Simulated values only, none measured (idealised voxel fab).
This section sets out a process module, namely voxel released beams.
We display cut, a cross-section 250 nm in width whose square cells are each 5 nm.
The cross-sections in this document take the form of a grid made of square cells. They are written out as bands, in order from top to bottom. Each band consists of one or more rows of cells.
Each band's line starts with the height of the band's top and of its bottom, in nm. Then come its materials from left to right, each with its width in nm. One material with "edge to edge" fills the band from edge to edge. "air" is empty space.
Heads up on the height convention: 0 is the point under which the incoming wafer is all one material, and the lowest band has no bottom, it just keeps going down, like "0..down".
A width given as "30 to 40" starts at the first number in the band's top row and ends at the second number in its bottom row, shifting by an equal amount at every step from row to row.
Given "nothing altered" for a step, no cell of the cross-section differs between before and after that step.
"Voids lacking openings" specifies each empty space that is not open to the top and that occupies no fewer than 8 cells, using the form width x height at distance, the distance measured from the left edge and all three quantities in nm.
If you see something after the settings on a step's line, that's the simulator's own remark about that step.
The line of a step may include "overlay nm". On a step with a mask, this value is how far to the right of its planned place the mask lay. A negative value means the mask lay to the left.
### List of planned process steps
step 1: RECEIVE,material Si
step 2: CONFORMAL_DEP,material SiN,thk nm 5
step 3: DIRECTIONAL_DEP,material SiO2,thk nm 20
step 4: MASKED_ETCH,tone open,mask id ANCHOR,width nm 35,etch materials SiO2,depth nm 20,overlay nm 0
step 5: CONFORMAL_DEP,material polySi,thk nm 10
step 6: MASKED_ETCH,tone cover,mask id BEAM,width nm 85,etch materials polySi,depth nm 10,overlay nm 0
step 7: STRIP,etch materials SiO2
### Run as planned: first of two wafers
### Incoming wafer, cross-sectional view, post step 1
	0..down: Si edge to edge
	Voids lacking openings: none
### Take a look at the wafer's cross-section after step 2
	5..0: SiN edge to edge
	Below 0, the layers are the same as they were.
### Take a look at the wafer's cross-section after step 3
	25..5: SiO2 edge to edge
	Below 5, the layers are the same as they were.
### Take a look at the wafer's cross-section after step 4
	25..5: SiO2 85; air 35; SiO2 130
	Below 5, the layers are the same as they were.
### Take a look at the wafer's cross-section after step 5
	35..25: polySi 95; air 15; polySi 140
	25..15: SiO2 85; polySi 10; air 15; polySi 10; SiO2 130
	15..5: SiO2 85; polySi 35; SiO2 130
	Below 5, the layers are the same as they were.
### Take a look at the wafer's cross-section after step 6
	35..25: air 80; polySi 15; air 15; polySi 55; air 85
	Below 25, the layers are the same as they were.
### Take a look at the wafer's cross-section after step 7
	35..25: air 80; polySi 15; air 15; polySi 55; air 85
	25..15: air 85; polySi 10; air 15; polySi 10; air 130
	15..5: air 85; polySi 35; air 130
	Below 5, the layers are the same as they were.
### Wafer two of two - same starting point, same process plan, one mistake in execution; matches wafer one up to and including step 4
### when step 5 should have ended
	30..25: polySi 90; air 25; polySi 135
	25..10: SiO2 85; polySi 5; air 25; polySi 5; SiO2 130
	10..5: SiO2 85; polySi 35; SiO2 130
	Below 5, the layers are the same as they were.
### when step 6 should have ended
	30..25: air 80; polySi 10; air 25; polySi 50; air 85
	Below 25, the layers are the same as they were.
### when step 7 should have ended
	30..25: air 80; polySi 10; air 25; polySi 50; air 85
	25..10: air 85; polySi 5; air 25; polySi 5; air 130
	10..5: air 85; polySi 35; air 130
	Below 5, the layers are the same as they were.
What was done differently from what was planned? so step 5 ended up running with a different setting than we planned, it ran as CONFORMAL_DEP,material polySi,thk nm 5
End check, counted in cells, second wafer has more or fewer of these materials than the first: -25 polySi
